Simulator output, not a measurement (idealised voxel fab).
The name of this process module is voxel capacitor over wiring.
Section shown: cut. Width: 200 nm. Cell size: 5 nm, square.
The cross-sections in this document take the form of a grid made of square cells. They are written out as bands, in order from top to bottom. Each band consists of one or more rows of cells.
Each band's line starts with the height of the band's top and of its bottom, in nm. Then come its materials from left to right, each with its width in nm. One material with "full width" fills the band from edge to edge. "blank" is empty space.
We count height from 0. Below that, the starting wafer is all one material. The lowest band never ends at the bottom but goes on down; see "0 nm and below" for how that is written.
It should be noted that a width expressed as "30 to 40" varies in equal increments from row to row of cells within the band, taking the value of the first number at the top row and that of the second number at the bottom row.
Basically "all unchanged" means that step didn't change any cell in the cross-section.
In the "Fully sealed voids" entry, you get each enclosed empty space of 8 cells or more, one with no open way to the top, written width x height at distance, distance from the left edge, in nm.
Whatever follows a step's settings on its line is a remark the simulator itself makes about that step.
The setting "overlay nm" may be written on the line of a step. When the step uses a mask, the value reports how far to the right of the planned place the mask lay, and a negative value reports that it lay to the left.
SET OUT BELOW ARE THE PLANNED STEPS OF THE PROCESS
| 1 | RECEIVE [material Si] |
| 2 | CONFORMAL_DEP [material SiO2] [thk nm 15] |
| 3 | DIRECTIONAL_DEP [material TiN] [thk nm 5] |
| 4 | DIRECTIONAL_DEP [material Ru] [thk nm 15] |
| 5 | MASKED_ETCH [tone cover] [mask id METAL_1] [width nm 25] [pitch nm 85] [etch materials Ru] [depth nm 15] [overlay nm 0] |
| 6 | MASKED_ETCH [tone cover] [mask id METAL_1] [width nm 25] [pitch nm 85] [etch materials TiN] [depth nm 5] [overlay nm 0] |
| 7 | FILL_DEP [material lowk] [thk nm 10] |
| 8 | CMP [height nm 35] |
| 9 | CONFORMAL_DEP [material SiCN] [thk nm 5] |
| 10 | DIRECTIONAL_DEP [material lowk] [thk nm 20] |
| 11 | MASKED_ETCH [tone open] [mask id PLUG_1] [width nm 15] [etch materials lowk] [depth nm 20] [overlay nm 0] |
| 12 | MASKED_ETCH [tone open] [mask id PLUG_1] [width nm 15] [etch materials SiCN] [depth nm 5] [overlay nm 0] |
| 13 | EPI [material Ru] [thk nm 10] |
| 14 | EPI [material Ru] [thk nm 10] |
| 15 | EPI [material Ru] [thk nm 5] |
| 16 | DIRECTIONAL_DEP [material TiN] [thk nm 10] |
| 17 | DIRECTIONAL_DEP [material Al2O3] [thk nm 5] |
| 18 | DIRECTIONAL_DEP [material TiN] [thk nm 5] |
| 19 | PATTERN [tone cover] [mask id UPPER_PLATE] [material resist] [width nm 65] [thk nm 15] [overlay nm 0] |
| 20 | DIRECTIONAL_ETCH [etch materials TiN] [depth nm 5] |
| 21 | DIRECTIONAL_ETCH [etch materials Al2O3] [depth nm 5] |
| 22 | STRIP [etch materials resist] |
| 23 | PATTERN [tone cover] [mask id LOWER_PLATE] [material resist] [width nm 75] [thk nm 20] [overlay nm 0] |
| 24 | DIRECTIONAL_ETCH [etch materials TiN] [depth nm 10] |
| 25 | STRIP [etch materials resist] |
| 26 | FILL_DEP [material SiO2] [thk nm 15] |
| 27 | CMP [height nm 90] |
| 28 | DIRECTIONAL_DEP [material aC] [thk nm 15] |
| 29 | PATTERN [tone open] [mask id PLUG_2] [material resist] [width nm 15] [thk nm 30] [overlay nm 0] |
| 30 | DIRECTIONAL_ETCH [etch materials aC] [depth nm 15] |
| 31 | STRIP [etch materials resist] |
| 32 | DIRECTIONAL_ETCH [etch materials SiO2] [depth nm 10] |
| 33 | STRIP [etch materials aC] |
| 34 | CONFORMAL_DEP [material TiN] [thk nm 5] |
| 35 | FILL_DEP [material W] [thk nm 10] |
| 36 | CMP [height nm 90] |
| 37 | CONFORMAL_DEP [material SiCN] [thk nm 5] |
CROSS-SECTION OF THE WAFER AT RECEIPT, WHICH IS THE CONDITION AFTER STEP 1
	0 nm and below  Si full width
	Fully sealed voids: none
FIRST WAFER AT THE END, AS PLANNED
	95 nm to 90 nm  SiCN full width
	90 nm to 85 nm  65 of SiO2 / 5 of TiN / 5 of W / 5 of TiN / 120 of SiO2
	85 nm to 75 nm  65 to 55 of SiO2 / 15 to 65 of TiN / 120 to 80 of SiO2
	75 nm to 70 nm  55 of SiO2 / 65 of Al2O3 / 80 of SiO2
	70 nm to 60 nm  50 of SiO2 / 75 of TiN / 75 of SiO2
	60 nm to 40 nm  55 of lowk / 15 of Ru / 130 of lowk
	40 nm to 35 nm  55 of SiCN / 15 of Ru / 130 of SiCN
	35 nm to 20 nm  45 of lowk / 25 of Ru / 60 of lowk / 25 of Ru / 45 of lowk
	20 nm to 15 nm  45 of lowk / 25 of TiN / 60 of lowk / 25 of TiN / 45 of lowk
	15 nm to 0 nm  SiO2 full width
	0 nm and below  Si full width
	Fully sealed voids: none
WAFER TWO (OF TWO), END-OF-MODULE CROSS-SECTION: START = WAFER ONE, PLAN = WAFER ONE, ONE RUN MISTAKE
	95 nm to 90 nm  SiCN full width
	90 nm to 85 nm  65 of SiO2 / 5 of TiN / 5 of W / 5 of TiN / 120 of SiO2
	85 nm to 75 nm  65 to 55 of SiO2 / 15 to 65 of TiN / 120 to 80 of SiO2
	75 nm to 70 nm  55 of SiO2 / 65 of Al2O3 / 80 of SiO2
	70 nm to 60 nm  50 of SiO2 / 75 of TiN / 75 of SiO2
	60 nm to 40 nm  55 of lowk / 15 of Ru / 130 of lowk
	40 nm to 35 nm  55 of SiCN / 15 of Ru / 130 of SiCN
	35 nm to 20 nm  45 of lowk / 25 of Ru / 60 of lowk / 25 of Ru / 45 of lowk
	20 nm to 5 nm  SiO2 full width
	5 nm to 0 nm  TiN full width
	0 nm and below  Si full width
	Fully sealed voids: none
Where did the run depart from the plan? deviation from plan: step 3 and step 2 executed in one another's positions
Final comparison by cell count, materials where the second wafer has more or fewer than the first: TiN: 30 more | lowk: 30 fewer
